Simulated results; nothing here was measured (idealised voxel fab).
process module | voxel released beams
cross-section cut | 245 nm wide | cells 5 nm
A cross-section is a grid of square cells, given in bands from the top down. A band is one or more rows of cells.
Each band's line starts with the height of the band's top and of its bottom, in nm. Then come its materials from left to right, each with its width in nm. One material with "throughout" fills the band from edge to edge. "air" is empty space.
Height 0 is the level under which the wafer as received is all one material. The lowest band goes on downwards, as in "0 down".
A width such as "30 to 40" changes by the same amount from each row of cells to the next, from the band's top row to its bottom row.
"no change" after a step means that no cell of the cross-section changed.
closed voids: empty space of 8 cells or more with no open way to the top, each as width x height at its distance from the left edge, in nm
after a step's settings: what the simulator itself notes on the step
overlay nm, on a step with a mask: how far to the right of its planned place the mask lay; to the left if negative
plan
1 op RECEIVE | material Si
2 op CONFORMAL_DEP | material SiN | thk nm 10
3 op DIRECTIONAL_DEP | material SiO2 | thk nm 15
4 op MASKED_ETCH | tone open | mask id ANCHOR | width nm 35 | etch materials SiO2 | depth nm 15 | overlay nm 0
5 op CONFORMAL_DEP | material W | thk nm 10
6 op MASKED_ETCH | tone cover | mask id BEAM | width nm 85 | etch materials W | depth nm 10 | overlay nm 0
7 op STRIP | etch materials SiO2
first wafer, as planned
as received, after step 1
  0 down: Si throughout
  closed voids: none
after step 2
  10 to 0: SiN throughout
  below 0: unchanged
after step 3
  25 to 10: SiO2 throughout
  below 10: unchanged
after step 4
  25 to 10: SiO2 80 | air 35 | SiO2 130
  below 10: unchanged
after step 5
  35 to 25: W 90 | air 15 | W 140
  25 to 20: SiO2 80 | W 10 | air 15 | W 10 | SiO2 130
  20 to 10: SiO2 80 | W 35 | SiO2 130
  below 10: unchanged
after step 6
  35 to 25: air 75 | W 15 | air 15 | W 55 | air 85
  below 25: unchanged
after step 7
  35 to 25: air 75 | W 15 | air 15 | W 55 | air 85
  25 to 20: air 80 | W 10 | air 15 | W 10 | air 130
  20 to 10: air 80 | W 35 | air 130
  below 10: unchanged
second wafer: like start, like plan, one mistake. Through step 5 it matches the first wafer
when step 6 should have ended
  35 to 25: air 70 | W 20 | air 15 | W 60 | air 80
  below 25: unchanged
when step 7 should have ended
  35 to 25: air 70 | W 20 | air 15 | W 60 | air 80
  25 to 20: air 80 | W 10 | air 15 | W 10 | air 130
  20 to 10: air 80 | W 35 | air 130
  below 10: unchanged
what went wrong: step 6 ran as: op MASKED_ETCH | tone cover | mask id BEAM | width nm 95 | etch materials W | depth nm 10 | overlay nm 0
at the end the second wafer has, in cells: 4 more of W
